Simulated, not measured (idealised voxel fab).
Proc. module: voxel wiring stack
Displayed cross-section: cut, width of 225 nm, square cells sized 5 nm.
Cross-section = grid of square cells, listed top down in bands; band = one or more rows. Band: top height; bottom height; in nm. Then, left to right: material with width in nm, for each material. "throughout": a single material spanning edge to edge. "air": empty space. For the purposes of this specification, 0 denotes the height below which the wafer in its as-received condition is composed wholly of one material, and the lowermost band, lacking a lower limit, extends downward without end, as expressed in "top 0, no bottom". Width spec "30..40" -> top row of cells at first value, bottom row at second value, equal per-row change in between. "all unchanged" (step): cross-section cells unchanged, all of them. Look at "Enclosed void listing" for the closed voids: empty spaces with no open path to the top, sized 8 cells or up. Each is width x height at distance, distance from the left edge, all nm. That trailing text on a step's line, after the settings, is the simulator's own remark on the step. overlay nm: how far to the right of its planned place the mask lay on this masked step (negative: to the left).

# Below is the list of planned process steps
1: RECEIVE: material Si
2: CONFORMAL_DEP: material SiO2, thk nm 15
3: CONFORMAL_DEP: material SiCN, thk nm 5
4: DIRECTIONAL_DEP: material lowk, thk nm 20
5: DIRECTIONAL_DEP: material aC, thk nm 10
6: PATTERN: tone open, mask id METAL_1, material resist, width nm 20, pitch nm 35, thk nm 30, overlay nm 0
7: DIRECTIONAL_ETCH: etch materials aC, depth nm 10
8: STRIP: etch materials resist
9: DIRECTIONAL_ETCH: etch materials lowk, depth nm 20
10: DIRECTIONAL_ETCH: etch materials SiCN, depth nm 5
11: STRIP: etch materials aC
12: CONFORMAL_DEP: material TiN, thk nm 5
13: FILL_DEP: material Cu, thk nm 10
14: CMP: height nm 40
15: CONFORMAL_DEP: material SiCN, thk nm 5
16: DIRECTIONAL_DEP: material lowk, thk nm 30
17: PATTERN: tone open, mask id METAL_2, material resist, width nm 20, pitch nm 35, thk nm 20, overlay nm 0
18: DIRECTIONAL_ETCH: etch materials lowk, depth nm 15
19: STRIP: etch materials resist
20: PATTERN: tone open, mask id METAL_2_HOLES, material resist, width nm 15, pitch nm 35, thk nm 15, overlay nm 0
21: DIRECTIONAL_ETCH: etch materials lowk, depth nm 15
22: DIRECTIONAL_ETCH: etch materials SiCN, depth nm 5
23: STRIP: etch materials resist
24: CONFORMAL_DEP: material TiN, thk nm 5
25: FILL_DEP: material Ru, thk nm 10
26: CMP: height nm 75
27: CONFORMAL_DEP: material SiCN, thk nm 5
28: DIRECTIONAL_DEP: material lowk, thk nm 25
29: MASKED_ETCH: tone open, mask id METAL_3, width nm 20, pitch nm 35, etch materials lowk, depth nm 15, overlay nm 0
30: PATTERN: tone open, mask id METAL_3_HOLES, material resist, width nm 15, pitch nm 70, thk nm 15, overlay nm 0
31: DIRECTIONAL_ETCH: etch materials lowk, depth nm 10
32: DIRECTIONAL_ETCH: etch materials SiCN, depth nm 5
33: STRIP: etch materials resist
34: CONFORMAL_DEP: material TiN, thk nm 5
35: FILL_DEP: material Ru, thk nm 10
36: CMP: height nm 105
37: CONFORMAL_DEP: material SiCN, thk nm 5

# This is the cross-section of the wafer as we received it, i.e. after step 1
- top 0, no bottom | Si throughout
- Enclosed void listing: none

# What the wafer looks like in cross-section after this module, when it starts as shown above and follows the plan above but one mistake is made in running it
- top 110, bottom 105 | SiCN throughout
- top 105, bottom 95 | lowk: 65 / TiN: 5 / Ru: 10 / TiN: 5 / lowk: 15 / TiN: 5 / Ru: 10 / TiN: 5 / lowk: 15 / TiN: 5 / Ru: 10 / TiN: 5 / lowk: 70
- top 95, bottom 90 | lowk: 65 / TiN: 5 / Ru: 5 / TiN: 10 / lowk: 15 / TiN: 20 / lowk: 15 / TiN: 5 / Ru: 5 / TiN: 10 / lowk: 70
- top 90, bottom 80 | lowk: 65 / TiN: 5 / Ru: 5 / TiN: 5 / lowk: 55 / TiN: 5 / Ru: 5 / TiN: 5 / lowk: 75
- top 80, bottom 75 | SiCN: 65 / TiN: 15 / SiCN: 55 / TiN: 15 / SiCN: 75
- top 75, bottom 50 | lowk: 65 / TiN: 5 / Ru: 10 / TiN: 5 / lowk: 15 / TiN: 5 / Ru: 10 / TiN: 5 / lowk: 15 / TiN: 5 / Ru: 10 / TiN: 5 / lowk: 70
- top 50, bottom 45 | lowk: 65 / TiN: 5 / Ru: 5 / TiN: 10 / lowk: 15 / TiN: 5 / Ru: 5 / TiN: 10 / lowk: 15 / TiN: 5 / Ru: 5 / TiN: 10 / lowk: 70
- top 45, bottom 40 | SiCN: 65 / TiN: 15 / SiCN: 20 / TiN: 15 / SiCN: 20 / TiN: 15 / SiCN: 75
- top 40, bottom 20 | lowk: 65 / TiN: 5 / Cu: 10 / TiN: 5 / lowk: 15 / TiN: 5 / Cu: 10 / TiN: 5 / lowk: 15 / TiN: 5 / Cu: 10 / TiN: 5 / lowk: 70
- top 20, bottom 15 | SiCN: 65 / TiN: 20 / SiCN: 15 / TiN: 20 / SiCN: 15 / TiN: 20 / SiCN: 70
- top 15, bottom 0 | SiO2 throughout
- top 0, no bottom | Si throughout
- Enclosed void listing: none
What was the processing mistake? it should be noted that step 18 of the plan was executed twice
